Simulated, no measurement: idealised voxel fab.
The process module that follows is named voxel spacer lines.
We display cut, a cross-section 245 nm in width whose square cells are each 5 nm.
We lay out every cross-section as a grid of square cells and spell it out in bands from the top down, where one band means one or more rows of cells. Quick guide to a band line: top height, bottom height (nm) up front; then every material left to right with its width in nm. Only one material and it's marked "all across"? Then it fills the band edge to edge. And "blank" just means empty space. Height datum 0, below which the as-received substrate wafer is one material. Lowest band open at the bottom, running downward: "0 and below". Per-row width for "30 to 40": begins at first number (top row of band), ends at second number (bottom row), increment between rows held constant. Reading "remained unchanged" for a step: not a cell of the cross-section changed in it. "Voids, sealed" - sealed voids, min. 8 cells, no opening to top; format: width x height at distance (distance from left edge; nm throughout). What comes after the settings on a step's line is commentary from the simulator itself on that step. overlay nm: right-of-plan distance of the mask on a masked step; negative values mean left-of-plan.

-- Set out below are the planned steps of the process
1: RECEIVE, material Si
2: CONFORMAL_DEP, material Al2O3, thk nm 10
3: DIRECTIONAL_DEP, material SiN, thk nm 20
4: DIRECTIONAL_DEP, material aC, thk nm 20
5: PATTERN, tone cover, mask id MANDREL, material resist, width nm 25, pitch nm 70, thk nm 30, overlay nm 0
6: DIRECTIONAL_ETCH, etch materials aC, depth nm 20
7: STRIP, etch materials resist
8: CONFORMAL_DEP, material SiO2, thk nm 10
9: DIRECTIONAL_ETCH, etch materials SiO2, depth nm 10
10: STRIP, etch materials aC
11: DIRECTIONAL_ETCH, etch materials SiN, depth nm 20
12: STRIP, etch materials SiO2

-- as received, after step 1
    0 and below  Si all across
    Voids, sealed: none

-- Post-module cross-section: identical start and plan to those above, one misstep in execution
    20 down to 0  65 of blank; 10 of SiN; 25 of blank; 10 of SiN; 25 of blank; 10 of SiN; 25 of blank; 10 of SiN; 65 of blank
    0 and below  Si all across
    Voids, sealed: none
Nonconformance to the process plan: step 2 of the plan did not run at all; it was left out
